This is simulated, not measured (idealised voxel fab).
Module name: voxel wiring stack (process module)
For reference, the cross-section in this document is cut, with width 280 nm and square cells of 5 nm.
Throughout this document, each cross-section is represented as a grid of square cells and is presented as a sequence of bands enumerated from the top downward, where a band comprises one or more rows of cells.
Within each band entry, the heights of the top and of the bottom of the band appear first, in that order and in nm; the materials of the band then follow from left to right, each with its corresponding width in nm. The designation "edge to edge" on a single material indicates that it fills the band from edge to edge; the designation "air" indicates empty space.
Heights are measured from 0, the level below which the as-received wafer is all one material; the lowest band has no bottom and continues downward, written as in "0 -> down".
The width entry "30->40" should be interpreted row by row: the top row of cells in the band takes the first number, the bottom row takes the second number, and the change between adjacent rows is uniform throughout.
You'll sometimes find "no alteration" written for a step, and that's the way of saying that nowhere in the cross-section did a cell change during that step.
For the entry "Entrapped voids", the listed items are empty spaces with no open way to the top whose size is 8 cells or more; each item follows the pattern width x height at distance, where distance is from the left edge and all three are in nm.
If you see something after the settings on a step's line, that's the simulator's own remark about that step.
The optional step-line setting "overlay nm" applies to steps with a mask and quantifies how far to the right of its planned location the mask lay, a negative value indicating leftward placement.
### Process steps (planned)
1 op RECEIVE | material Si
2 op CONFORMAL_DEP | material SiO2 | thk nm 10
3 op CONFORMAL_DEP | material SiCN | thk nm 5
4 op DIRECTIONAL_DEP | material SiO2 | thk nm 25
5 op MASKED_ETCH | tone open | mask id METAL_1 | width nm 30 | pitch nm 60 | etch materials SiO2 | depth nm 25 | overlay nm 0
6 op MASKED_ETCH | tone open | mask id METAL_1 | width nm 30 | pitch nm 60 | etch materials SiCN | depth nm 5 | overlay nm 0
7 op CONFORMAL_DEP | material TiN | thk nm 5
8 op FILL_DEP | material Cu | thk nm 10
9 op CMP | height nm 40
10 op EPI | material Ru | thk nm 5
11 op FILL_DEP | material SiCN | thk nm 5
12 op DIRECTIONAL_DEP | material lowk | thk nm 15
13 op DIRECTIONAL_DEP | material aC | thk nm 10
14 op PATTERN | tone open | mask id PLUG_1 | material resist | width nm 15 | pitch nm 60 | thk nm 25 | overlay nm 0
15 op DIRECTIONAL_ETCH | etch materials aC | depth nm 10
16 op STRIP | etch materials resist
17 op DIRECTIONAL_ETCH | etch materials lowk | depth nm 15
18 op DIRECTIONAL_ETCH | etch materials SiCN | depth nm 5
19 op STRIP | etch materials aC
20 op CONFORMAL_DEP | material TiN | thk nm 5
21 op FILL_DEP | material Cu | thk nm 5
22 op CMP | height nm 65
23 op DIRECTIONAL_DEP | material TiN | thk nm 5
24 op DIRECTIONAL_DEP | material W | thk nm 25
25 op MASKED_ETCH | tone cover | mask id METAL_2 | width nm 30 | pitch nm 60 | etch materials W | depth nm 25 | overlay nm 0
26 op MASKED_ETCH | tone cover | mask id METAL_2 | width nm 30 | pitch nm 60 | etch materials TiN | depth nm 5 | overlay nm 0
27 op CONFORMAL_DEP | material SiN | thk nm 5
28 op FILL_DEP | material lowk | thk nm 10
29 op CMP | height nm 95
30 op CONFORMAL_DEP | material SiCN | thk nm 5
31 op DIRECTIONAL_DEP | material lowk | thk nm 15
32 op DIRECTIONAL_DEP | material aC | thk nm 15
33 op PATTERN | tone open | mask id PLUG_2 | material resist | width nm 15 | pitch nm 60 | thk nm 35 | overlay nm 0
34 op DIRECTIONAL_ETCH | etch materials aC | depth nm 15
35 op STRIP | etch materials resist
36 op DIRECTIONAL_ETCH | etch materials lowk | depth nm 15
37 op DIRECTIONAL_ETCH | etch materials SiCN | depth nm 5
38 op STRIP | etch materials aC
39 op CONFORMAL_DEP | material TiN | thk nm 5
40 op FILL_DEP | material Cu | thk nm 10
41 op CMP | height nm 115
42 op DIRECTIONAL_DEP | material TiN | thk nm 5
43 op DIRECTIONAL_DEP | material W | thk nm 25
44 op DIRECTIONAL_DEP | material aC | thk nm 10
45 op PATTERN | tone cover | mask id METAL_3 | material resist | width nm 30 | pitch nm 60 | thk nm 30 | overlay nm 0
46 op DIRECTIONAL_ETCH | etch materials aC | depth nm 10
47 op STRIP | etch materials resist
48 op DIRECTIONAL_ETCH | etch materials W | depth nm 25
49 op DIRECTIONAL_ETCH | etch materials TiN | depth nm 5
50 op STRIP | etch materials aC
51 op FILL_DEP | material lowk | thk nm 10
52 op CMP | height nm 145
53 op CONFORMAL_DEP | material SiN | thk nm 5
### As received (post step 1): cross-section
  0 -> down: Si edge to edge
  Entrapped voids: none
### As-planned run: cross-section of the first of two wafers at end of module
  150 -> 145: SiN edge to edge
  145 -> 120: 95 lowk / 30 W / 30 lowk / 30 W / 95 lowk
  120 -> 115: 95 lowk / 30 TiN / 30 lowk / 30 TiN / 95 lowk
  115 -> 100: 95 lowk / 5 TiN / 5 Cu / 5 TiN / 45 lowk / 5 TiN / 5 Cu / 5 TiN / 110 lowk
  100 -> 95: 95 SiCN / 15 TiN / 45 SiCN / 15 TiN / 110 SiCN
  95 -> 70: 90 lowk / 5 SiN / 30 W / 5 SiN / 20 lowk / 5 SiN / 30 W / 5 SiN / 90 lowk
  70 -> 65: 95 SiN / 30 TiN / 30 SiN / 30 TiN / 95 SiN
  65 -> 50: 95 lowk / 5 TiN / 5 Cu / 5 TiN / 45 lowk / 5 TiN / 5 Cu / 5 TiN / 110 lowk
  50 -> 45: 95 SiCN / 15 TiN / 45 SiCN / 15 TiN / 110 SiCN
  45 -> 40: 90 SiCN / 40 Ru / 20 SiCN / 40 Ru / 90 SiCN
  40 -> 15: 95 SiO2 / 5 TiN / 20 Cu / 5 TiN / 30 SiO2 / 5 TiN / 20 Cu / 5 TiN / 95 SiO2
  15 -> 10: 95 SiCN / 30 TiN / 30 SiCN / 30 TiN / 95 SiCN
  10 -> 0: SiO2 edge to edge
  0 -> down: Si edge to edge
  Entrapped voids: none
### So this is wafer number two of the two, cut at the end of the module - it started where the first did and had the same plan, we just got one thing wrong running it
  150 -> 145: SiN edge to edge
  145 -> 120: 95 lowk / 30 W / 30 lowk / 30 W / 95 lowk
  120 -> 115: 95 lowk / 30 TiN / 30 lowk / 30 TiN / 95 lowk
  115 -> 100: 95 lowk / 5 TiN / 5 Cu / 5 TiN / 45 lowk / 5 TiN / 5 Cu / 5 TiN / 110 lowk
  100 -> 95: 95 SiCN / 15 TiN / 45 SiCN / 15 TiN / 110 SiCN
  95 -> 70: 90 lowk / 5 SiN / 30 W / 5 SiN / 20 lowk / 5 SiN / 30 W / 5 SiN / 90 lowk
  70 -> 65: 95 SiN / 30 TiN / 30 SiN / 30 TiN / 95 SiN
  65 -> 50: 95 lowk / 5 TiN / 5 Cu / 5 TiN / 45 lowk / 5 TiN / 5 Cu / 5 TiN / 110 lowk
  50 -> 45: 95 SiCN / 15 TiN / 45 SiCN / 15 TiN / 110 SiCN
  45 -> 40: Ru edge to edge
  40 -> 35: 100 TiN / 20 Cu / 40 TiN / 20 Cu / 100 TiN
  35 -> 15: 95 SiO2 / 5 TiN / 20 Cu / 5 TiN / 30 SiO2 / 5 TiN / 20 Cu / 5 TiN / 95 SiO2
  15 -> 10: 95 SiO2 / 30 TiN / 30 SiO2 / 30 TiN / 95 SiO2
  10 -> 0: SiO2 edge to edge
  0 -> down: Si edge to edge
  Entrapped voids: none
Error vs. plan: step 3 was dropped from the plan's execution and never run
Once processing is complete, comparing cell counts shows that the second wafer has more or fewer of certain materials than the first: 40 more of Ru; 84 fewer of SiCN; 44 more of TiN
